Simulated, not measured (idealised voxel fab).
Module name: voxel self aligned contacts (process module)
Cross-section cut: width 220 nm, square cells of 5 nm.
Square cells in a grid make up a cross-section in this document, and the grid is given as bands, listed from the top down, each one or more rows of cells.
For a band, the entry starts with two heights in nm, that of the top and then that of the bottom, and carries on with the band's materials in order from left to right, each alongside its width in nm; the word "all across" beside a single material means it fills the band edge to edge, and "blank" means empty space.
Zero point of the height axis is 0; under it, received wafer = one material. Lowest band: continues down indefinitely, "top 0, no bottom".
Graded width ("30 to 40"): value in top row of band = first number; value in bottom row = second number; row-to-row change constant.
You'll sometimes find "changes: none" written for a step, and that's the way of saying that nowhere in the cross-section did a cell change during that step.
If an empty space has no open way to the top and is at least 8 cells in size, "Sealed internal voids" lists it, written width x height at distance, where distance is measured from the left edge and every value is in nm.
That trailing text on a step's line, after the settings, is the simulator's own remark on the step.
overlay nm: mask offset rightward from planned place, masked step; negative means leftward offset.

Listed below are the process steps as planned:
1,RECEIVE [material Si]
2,OXIDIZE [depth nm 5]
3,DIRECTIONAL_DEP [material polySi] [thk nm 20]
4,DIRECTIONAL_DEP [material SiN] [thk nm 15]
5,PATTERN [tone cover] [mask id GATE] [material resist] [width nm 25] [pitch nm 50] [thk nm 15] [overlay nm 0]
6,DIRECTIONAL_ETCH [etch materials SiN] [depth nm 15]
7,DIRECTIONAL_ETCH [etch materials polySi] [depth nm 20]
8,STRIP [etch materials resist]
9,CONFORMAL_DEP [material SiN] [thk nm 5]
10,DIRECTIONAL_ETCH [etch materials SiN] [depth nm 5]
11,FILL_DEP [material SiO2] [thk nm 10]
12,CMP [height nm 40]
13,PATTERN [tone open] [mask id CONTACT] [material resist] [width nm 35] [pitch nm 50] [thk nm 15] [overlay nm 0]
14,DIRECTIONAL_ETCH [etch materials SiO2] [depth nm 45]
15,STRIP [etch materials resist]
16,CONFORMAL_DEP [material TiN] [thk nm 5]
17,FILL_DEP [material Ru] [thk nm 10]
18,CMP [height nm 40]
19,CONFORMAL_DEP [material SiCN] [thk nm 5]

Wafer at receipt (post step 1), cross-section:
    top 0, no bottom  Si all across
    Sealed internal voids: none

Look at the cross-section after the module: the wafer started out the way shown above and the plan was the one shown above, yet one mistake was made along the way:
    top 45, bottom 40  SiCN all across
    top 40, bottom 25  SiO2: 40 / SiN: 35 / TiN: 5 / Ru: 5 / TiN: 5 / SiN: 35 / TiN: 5 / Ru: 5 / TiN: 5 / SiN: 35 / SiO2: 45
    top 25, bottom 10  SiO2: 40 / SiN: 5 / polySi: 25 / SiN: 5 / TiN: 5 / Ru: 5 / TiN: 5 / SiN: 5 / polySi: 25 / SiN: 5 / TiN: 5 / Ru: 5 / TiN: 5 / SiN: 5 / polySi: 25 / SiN: 5 / SiO2: 45
    top 10, bottom 5  SiO2: 40 / SiN: 5 / polySi: 25 / SiN: 5 / TiN: 15 / SiN: 5 / polySi: 25 / SiN: 5 / TiN: 15 / SiN: 5 / polySi: 25 / SiN: 5 / SiO2: 45
    top 5, bottom 0  polySi all across
    top 0, bottom -5  SiO2 all across
    top -5, no bottom  Si all across
    Sealed internal voids: none
Which mistake was made when the wafer was run? rather than as planned, step 3 actually ran as DIRECTIONAL_DEP [material polySi] [thk nm 25]
